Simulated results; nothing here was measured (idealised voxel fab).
Documented hereafter: the process module known as voxel self aligned vias.
Cross-section cut spans 255 nm and uses square cells 5 nm in size.
The cross-sections in this document take the form of a grid made of square cells. They are written out as bands, in order from top to bottom. Each band consists of one or more rows of cells. This entry defines a band. It first specifies the height of the band's top and the height of its bottom in nm, and then specifies the band's materials from left to right, stating each material with its width in nm. The word "throughout" identifies a single material that fills the band from edge to edge, while the word "air" identifies empty space. Note: height 0 marks the level under which the wafer is uniformly one material as received. Lowest band unbounded below, written "0 and below". Per-row width for "30 to 40": begins at first number (top row of band), ends at second number (bottom row), increment between rows held constant. Basically "remained the same" means that step didn't change any cell in the cross-section. "Fully enclosed voids" enumerates empty spaces isolated from the top, with no open way to it, that contain at least 8 cells, giving each as width x height at distance from the left edge, all three in nm. It should be noted that, on the line of a given step, the content following the step's settings is a remark produced by the simulator itself with respect to that step. overlay nm: on a step with a mask, how far right of its planned place the mask lay; negative means left.
Steps in the process plan
- 1: RECEIVE with material Si
- 2: CONFORMAL_DEP with material SiO2, thk nm 15
- 3: CONFORMAL_DEP with material SiCN, thk nm 5
- 4: DIRECTIONAL_DEP with material SiO2, thk nm 20
- 5: PATTERN with tone open, mask id LINES, material resist, width nm 30, pitch nm 80, thk nm 20, overlay nm 0
- 6: DIRECTIONAL_ETCH with etch materials SiO2, depth nm 20
- 7: STRIP with etch materials resist
- 8: CONFORMAL_DEP with material TiN, thk nm 5
- 9: FILL_DEP with material W, thk nm 10
- 10: CMP with height nm 40
- 11: SELECTIVE_ETCH with etch materials W Ru TiN, depth nm 5
- 12: FILL_DEP with material SiN, thk nm 10
- 13: CMP with height nm 40
- 14: DIRECTIONAL_DEP with material SiO2, thk nm 20
- 15: DIRECTIONAL_DEP with material aC, thk nm 15
- 16: PATTERN with tone open, mask id VIAS, material resist, width nm 50, thk nm 30, overlay nm 0
- 17: DIRECTIONAL_ETCH with etch materials aC, depth nm 15
- 18: STRIP with etch materials resist
- 19: DIRECTIONAL_ETCH with etch materials SiO2, depth nm 20
- 20: DIRECTIONAL_ETCH with etch materials SiN, depth nm 5
- 21: STRIP with etch materials aC
- 22: CONFORMAL_DEP with material TiN, thk nm 5
- 23: FILL_DEP with material Cu, thk nm 5
- 24: CMP with height nm 60
- 25: CONFORMAL_DEP with material SiN, thk nm 5
The first of a set of two wafers, run to plan
So this is the incoming wafer in cross-section - it's already been through step 1
	0 and below | Si throughout
	Fully enclosed voids: none
After step 2
	15 down to 0 | SiO2 throughout
	Nothing below the height 0 has changed.
After step 3
	20 down to 15 | SiCN throughout
	Nothing below the height 15 has changed.
After step 4
	40 down to 20 | SiO2 throughout
	Nothing below the height 20 has changed.
After step 5
	60 down to 40 | resist 70 / air 30 / resist 50 / air 30 / resist 75
	Nothing below the height 40 has changed.
After step 6
	60 down to 40 | resist 70 / air 30 / resist 50 / air 30 / resist 75
	40 down to 20 | SiO2 70 / air 30 / SiO2 50 / air 30 / SiO2 75
	Nothing below the height 20 has changed.
After step 7
	40 down to 20 | SiO2 70 / air 30 / SiO2 50 / air 30 / SiO2 75
	Nothing below the height 20 has changed.
After step 8
	45 down to 40 | TiN 75 / air 20 / TiN 60 / air 20 / TiN 80
	40 down to 25 | SiO2 70 / TiN 5 / air 20 / TiN 5 / SiO2 50 / TiN 5 / air 20 / TiN 5 / SiO2 75
	25 down to 20 | SiO2 70 / TiN 30 / SiO2 50 / TiN 30 / SiO2 75
	Nothing below the height 20 has changed.
After step 9
	55 down to 45 | W throughout
	45 down to 40 | TiN 75 / W 20 / TiN 60 / W 20 / TiN 80
	40 down to 25 | SiO2 70 / TiN 5 / W 20 / TiN 5 / SiO2 50 / TiN 5 / W 20 / TiN 5 / SiO2 75
	Nothing below the height 25 has changed.
After step 10
	40 down to 25 | SiO2 70 / TiN 5 / W 20 / TiN 5 / SiO2 50 / TiN 5 / W 20 / TiN 5 / SiO2 75
	Nothing below the height 25 has changed.
After step 11
	40 down to 35 | SiO2 70 / air 30 / SiO2 50 / air 30 / SiO2 75
	Nothing below the height 35 has changed.
After step 12
	50 down to 40 | SiN throughout
	40 down to 35 | SiO2 70 / SiN 30 / SiO2 50 / SiN 30 / SiO2 75
	Nothing below the height 35 has changed.
After step 13
	40 down to 35 | SiO2 70 / SiN 30 / SiO2 50 / SiN 30 / SiO2 75
	Nothing below the height 35 has changed.
After step 14
	60 down to 40 | SiO2 throughout
	Nothing below the height 40 has changed.
After step 15
	75 down to 60 | aC throughout
	Nothing below the height 60 has changed.
After step 16
	105 down to 75 | resist 60 / air 50 / resist 145
	Nothing below the height 75 has changed.
After step 17
	90 down to 75 | resist 60 / air 50 / resist 145
	75 down to 60 | aC 60 / air 50 / aC 145
	Nothing below the height 60 has changed.
After step 18
	75 down to 60 | aC 60 / air 50 / aC 145
	Nothing below the height 60 has changed.
After step 19
	75 down to 60 | aC 60 / air 50 / aC 145
	60 down to 40 | SiO2 60 / air 50 / SiO2 145
	Nothing below the height 40 has changed.
After step 20
	75 down to 60 | aC 60 / air 50 / aC 145
	60 down to 40 | SiO2 60 / air 50 / SiO2 145
	40 down to 35 | SiO2 70 / air 30 / SiO2 50 / SiN 30 / SiO2 75
	Nothing below the height 35 has changed.
After step 21
	60 down to 40 | SiO2 60 / air 50 / SiO2 145
	Nothing below the height 40 has changed.
After step 22
	65 down to 60 | TiN 65 / air 40 / TiN 150
	60 down to 45 | SiO2 60 / TiN 5 / air 40 / TiN 5 / SiO2 145
	45 down to 40 | SiO2 60 / TiN 15 / air 20 / TiN 15 / SiO2 145
	40 down to 35 | SiO2 70 / TiN 30 / SiO2 50 / SiN 30 / SiO2 75
	Nothing below the height 35 has changed.
After step 23
	70 down to 65 | Cu throughout
	65 down to 60 | TiN 65 / Cu 40 / TiN 150
	60 down to 45 | SiO2 60 / TiN 5 / Cu 40 / TiN 5 / SiO2 145
	45 down to 40 | SiO2 60 / TiN 15 / Cu 20 / TiN 15 / SiO2 145
	Nothing below the height 40 has changed.
After step 24
	60 down to 45 | SiO2 60 / TiN 5 / Cu 40 / TiN 5 / SiO2 145
	Nothing below the height 45 has changed.
After step 25
	65 down to 60 | SiN throughout
	Nothing below the height 60 has changed.
Second Wafer (Identical Start and Plan, One Processing Error; Matches First Wafer Through Step 2)
Second wafer at the planned finish of step 3, seen in cross-section: remained the same
Second wafer at the planned finish of step 4, seen in cross-section
	35 down to 0 | SiO2 throughout
	Nothing below the height 0 has changed.
Second wafer at the planned finish of step 5, seen in cross-section
	55 down to 35 | resist 70 / air 30 / resist 50 / air 30 / resist 75
	Nothing below the height 35 has changed.
Second wafer at the planned finish of step 6, seen in cross-section
	55 down to 35 | resist 70 / air 30 / resist 50 / air 30 / resist 75
	35 down to 15 | SiO2 70 / air 30 / SiO2 50 / air 30 / SiO2 75
	Nothing below the height 15 has changed.
Second wafer at the planned finish of step 7, seen in cross-section
	35 down to 15 | SiO2 70 / air 30 / SiO2 50 / air 30 / SiO2 75
	Nothing below the height 15 has changed.
Second wafer at the planned finish of step 8, seen in cross-section
	40 down to 35 | TiN 75 / air 20 / TiN 60 / air 20 / TiN 80
	35 down to 20 | SiO2 70 / TiN 5 / air 20 / TiN 5 / SiO2 50 / TiN 5 / air 20 / TiN 5 / SiO2 75
	20 down to 15 | SiO2 70 / TiN 30 / SiO2 50 / TiN 30 / SiO2 75
	Nothing below the height 15 has changed.
Second wafer at the planned finish of step 9, seen in cross-section
	50 down to 40 | W throughout
	40 down to 35 | TiN 75 / W 20 / TiN 60 / W 20 / TiN 80
	35 down to 20 | SiO2 70 / TiN 5 / W 20 / TiN 5 / SiO2 50 / TiN 5 / W 20 / TiN 5 / SiO2 75
	Nothing below the height 20 has changed.
Second wafer at the planned finish of step 10, seen in cross-section
	40 down to 35 | TiN 75 / W 20 / TiN 60 / W 20 / TiN 80
	Nothing below the height 35 has changed.
Second wafer at the planned finish of step 11, seen in cross-section
	35 down to 20 | SiO2 70 / TiN 5 / W 20 / TiN 5 / SiO2 50 / TiN 5 / W 20 / TiN 5 / SiO2 75
	Nothing below the height 20 has changed.
Second wafer at the planned finish of step 12, seen in cross-section
	45 down to 35 | SiN throughout
	Nothing below the height 35 has changed.
Second wafer at the planned finish of step 13, seen in cross-section
	40 down to 35 | SiN throughout
	Nothing below the height 35 has changed.
Second wafer at the planned finish of step 14, seen in cross-section
	60 down to 40 | SiO2 throughout
	Nothing below the height 40 has changed.
Second wafer at the planned finish of step 15, seen in cross-section
	75 down to 60 | aC throughout
	Nothing below the height 60 has changed.
Second wafer at the planned finish of step 16, seen in cross-section
	105 down to 75 | resist 60 / air 50 / resist 145
	Nothing below the height 75 has changed.
Second wafer at the planned finish of step 17, seen in cross-section
	90 down to 75 | resist 60 / air 50 / resist 145
	75 down to 60 | aC 60 / air 50 / aC 145
	Nothing below the height 60 has changed.
Second wafer at the planned finish of step 18, seen in cross-section
	75 down to 60 | aC 60 / air 50 / aC 145
	Nothing below the height 60 has changed.
Second wafer at the planned finish of step 19, seen in cross-section
	75 down to 60 | aC 60 / air 50 / aC 145
	60 down to 40 | SiO2 60 / air 50 / SiO2 145
	Nothing below the height 40 has changed.
Second wafer at the planned finish of step 20, seen in cross-section
	75 down to 60 | aC 60 / air 50 / aC 145
	60 down to 40 | SiO2 60 / air 50 / SiO2 145
	40 down to 35 | SiN 60 / air 50 / SiN 145
	Nothing below the height 35 has changed.
Second wafer at the planned finish of step 21, seen in cross-section
	60 down to 40 | SiO2 60 / air 50 / SiO2 145
	Nothing below the height 40 has changed.
Second wafer at the planned finish of step 22, seen in cross-section
	65 down to 60 | TiN 65 / air 40 / TiN 150
	60 down to 40 | SiO2 60 / TiN 5 / air 40 / TiN 5 / SiO2 145
	40 down to 35 | SiN 60 / TiN 50 / SiN 145
	Nothing below the height 35 has changed.
Second wafer at the planned finish of step 23, seen in cross-section
	70 down to 65 | Cu throughout
	65 down to 60 | TiN 65 / Cu 40 / TiN 150
	60 down to 40 | SiO2 60 / TiN 5 / Cu 40 / TiN 5 / SiO2 145
	Nothing below the height 40 has changed.
Second wafer at the planned finish of step 24, seen in cross-section
	60 down to 40 | SiO2 60 / TiN 5 / Cu 40 / TiN 5 / SiO2 145
	Nothing below the height 40 has changed.
Second wafer at the planned finish of step 25, seen in cross-section
	65 down to 60 | SiN throughout
	Nothing below the height 60 has changed.
Processing error: the run left out plan step 3 entirely, so it was never executed
The second wafer ends with more or fewer cells of some materials than the first, per final count: Cu +4 | SiCN -51 | SiN +35 | TiN +4 | W +8
